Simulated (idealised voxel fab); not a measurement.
Module name: voxel capacitor over wiring (process module)
For reference, the cross-section in this document is cut, with width 275 nm and square cells of 5 nm.
A cross-section is a grid of square cells, given in bands from the top down. A band is one or more rows of cells.
Quick guide to a band line: top height, bottom height (nm) up front; then every material left to right with its width in nm. Only one material and it's marked "all across"? Then it fills the band edge to edge. And "air" just means empty space.
Heights are expressed relative to 0, this being the level below which the as-received wafer comprises one material exclusively. The lowest band is unbounded in the downward direction and is denoted as in "z 0 and below".
Top row gets the first number, bottom row gets the second, and each row in between changes by the same step: that is how a band width like "30..40" works.
Step marked "remains unaltered"? Then no cell in the cross-section changed in it.
You'll see "Fully sealed voids" listing empty spaces that have no way open to the top, as long as they're 8 cells or more; the notation is width x height at distance, where the distance is from the left edge, and all of it is in nm.
Text after the settings on a step's line: the simulator's own remark on that step.
The line of a step may include "overlay nm". On a step with a mask, this value is how far to the right of its planned place the mask lay. A negative value means the mask lay to the left.

BELOW IS THE LIST OF PLANNED PROCESS STEPS
1 RECEIVE, material Si
2 CONFORMAL_DEP, material SiO2, thk nm 10
3 DIRECTIONAL_DEP, material TiN, thk nm 5
4 DIRECTIONAL_DEP, material Ru, thk nm 15
5 DIRECTIONAL_DEP, material aC, thk nm 10
6 PATTERN, tone cover, mask id METAL_1, material resist, width nm 25, pitch nm 85, thk nm 30, overlay nm 0
7 DIRECTIONAL_ETCH, etch materials aC, depth nm 10
8 STRIP, etch materials resist
9 DIRECTIONAL_ETCH, etch materials Ru, depth nm 15
10 DIRECTIONAL_ETCH, etch materials TiN, depth nm 5
11 STRIP, etch materials aC
12 CONFORMAL_DEP, material SiN, thk nm 5
13 FILL_DEP, material lowk, thk nm 5
14 CMP, height nm 30
15 CONFORMAL_DEP, material SiCN, thk nm 5
16 DIRECTIONAL_DEP, material lowk, thk nm 20
17 PATTERN, tone open, mask id PLUG_1, material resist, width nm 15, thk nm 15, overlay nm 0
18 DIRECTIONAL_ETCH, etch materials lowk, depth nm 20
19 DIRECTIONAL_ETCH, etch materials SiCN, depth nm 5
20 STRIP, etch materials resist
21 EPI, material Ru, thk nm 10
22 EPI, material Ru, thk nm 10
23 EPI, material Ru, thk nm 5
24 DIRECTIONAL_DEP, material TiN, thk nm 5
25 DIRECTIONAL_DEP, material Al2O3, thk nm 5
26 DIRECTIONAL_DEP, material TiN, thk nm 5
27 PATTERN, tone cover, mask id UPPER_PLATE, material resist, width nm 55, thk nm 20, overlay nm 0
28 DIRECTIONAL_ETCH, etch materials TiN, depth nm 5
29 DIRECTIONAL_ETCH, etch materials Al2O3, depth nm 5
30 STRIP, etch materials resist
31 PATTERN, tone cover, mask id LOWER_PLATE, material resist, width nm 75, thk nm 20, overlay nm 0
32 DIRECTIONAL_ETCH, etch materials TiN, depth nm 5
33 STRIP, etch materials resist
34 FILL_DEP, material SiO2, thk nm 20
35 CMP, height nm 85
36 PATTERN, tone open, mask id PLUG_2, material resist, width nm 15, thk nm 20, overlay nm 0
37 DIRECTIONAL_ETCH, etch materials SiO2, depth nm 15
38 STRIP, etch materials resist
39 CONFORMAL_DEP, material TiN, thk nm 5
40 FILL_DEP, material W, thk nm 5
41 CMP, height nm 85
42 CONFORMAL_DEP, material SiCN, thk nm 5
Heads up: all these wafers start the same, and what changes between them is the width nm in step 27. The value you see in the plan is just what the first wafer got.

AS RECEIVED, I.E. AFTER STEP 1: CROSS-SECTION THROUGH THE FIRST OF SEVERAL WAFERS
> z 0 and below: Si all across
> Fully sealed voids: none

THE FIRST OF SEVERAL WAFERS, SEEN IN CROSS-SECTION AFTER THE MODULE'S LAST STEP, STEP 42
> z 90 to 85: SiCN all across
> z 85 to 75: SiO2 100 nm; TiN 5 nm; W 5 nm; TiN 5 nm; SiO2 160 nm
> z 75 to 65: SiO2 100..95 nm; TiN 15..55 nm; SiO2 160..125 nm
> z 65 to 60: SiO2 95 nm; Al2O3 55 nm; SiO2 125 nm
> z 60 to 55: SiO2 85 nm; TiN 75 nm; SiO2 115 nm
> z 55 to 35: lowk 90 nm; Ru 15 nm; lowk 170 nm
> z 35 to 30: SiCN 90 nm; Ru 15 nm; SiCN 170 nm
> z 30 to 15: lowk 75 nm; SiN 5 nm; Ru 25 nm; SiN 5 nm; lowk 50 nm; SiN 5 nm; Ru 25 nm; SiN 5 nm; lowk 80 nm
> z 15 to 10: SiN 80 nm; TiN 25 nm; SiN 60 nm; TiN 25 nm; SiN 85 nm
> z 10 to 0: SiO2 all across
> z 0 and below: Si all across
> Fully sealed voids: none

OF THE SEVERAL WAFERS, THE LAST: CROSS-SECTION AT THE END OF THE MODULE
> z 90 to 85: SiCN all across
> z 85 to 75: SiO2 100 nm; TiN 5 nm; W 5 nm; TiN 5 nm; SiO2 160 nm
> z 75 to 65: SiO2 100..85 nm; TiN 15..75 nm; SiO2 160..115 nm
> z 65 to 60: SiO2 85 nm; Al2O3 80 nm; SiO2 110 nm
> z 60 to 55: SiO2 85 nm; TiN 80 nm; SiO2 110 nm
> z 55 to 35: lowk 90 nm; Ru 15 nm; lowk 170 nm
> z 35 to 30: SiCN 90 nm; Ru 15 nm; SiCN 170 nm
> z 30 to 15: lowk 75 nm; SiN 5 nm; Ru 25 nm; SiN 5 nm; lowk 50 nm; SiN 5 nm; Ru 25 nm; SiN 5 nm; lowk 80 nm
> z 15 to 10: SiN 80 nm; TiN 25 nm; SiN 60 nm; TiN 25 nm; SiN 85 nm
> z 10 to 0: SiO2 all across
> z 0 and below: Si all across
> Fully sealed voids: none

EACH ROW BELOW IS A WAFER AT THE END OF THE MODULE, LISTING FOR EVERY MATERIAL THE NUMBER OF CELLS IT HAS GAINED (+) OR LOST (-) SINCE IT WAS RECEIVED, FOLLOWED BY ITS CLOSED VOIDS
width nm 55 | +11 Al2O3 | +45 Ru | +107 SiCN | +57 SiN | +394 SiO2 | +43 TiN | +2 W | +331 lowk | Fully sealed voids: none
width nm 60 | +12 Al2O3 | +45 Ru | +107 SiCN | +57 SiN | +392 SiO2 | +44 TiN | +2 W | +331 lowk | Fully sealed voids: none
width nm 65 | +13 Al2O3 | +45 Ru | +107 SiCN | +57 SiN | +390 SiO2 | +45 TiN | +2 W | +331 lowk | Fully sealed voids: none
width nm 70 | +14 Al2O3 | +45 Ru | +107 SiCN | +57 SiN | +388 SiO2 | +46 TiN | +2 W | +331 lowk | Fully sealed voids: none
width nm 75 | +15 Al2O3 | +45 Ru | +107 SiCN | +57 SiN | +386 SiO2 | +47 TiN | +2 W | +331 lowk | Fully sealed voids: none
width nm 80 | +16 Al2O3 | +45 Ru | +107 SiCN | +57 SiN | +384 SiO2 | +48 TiN | +2 W | +331 lowk | Fully sealed voids: none
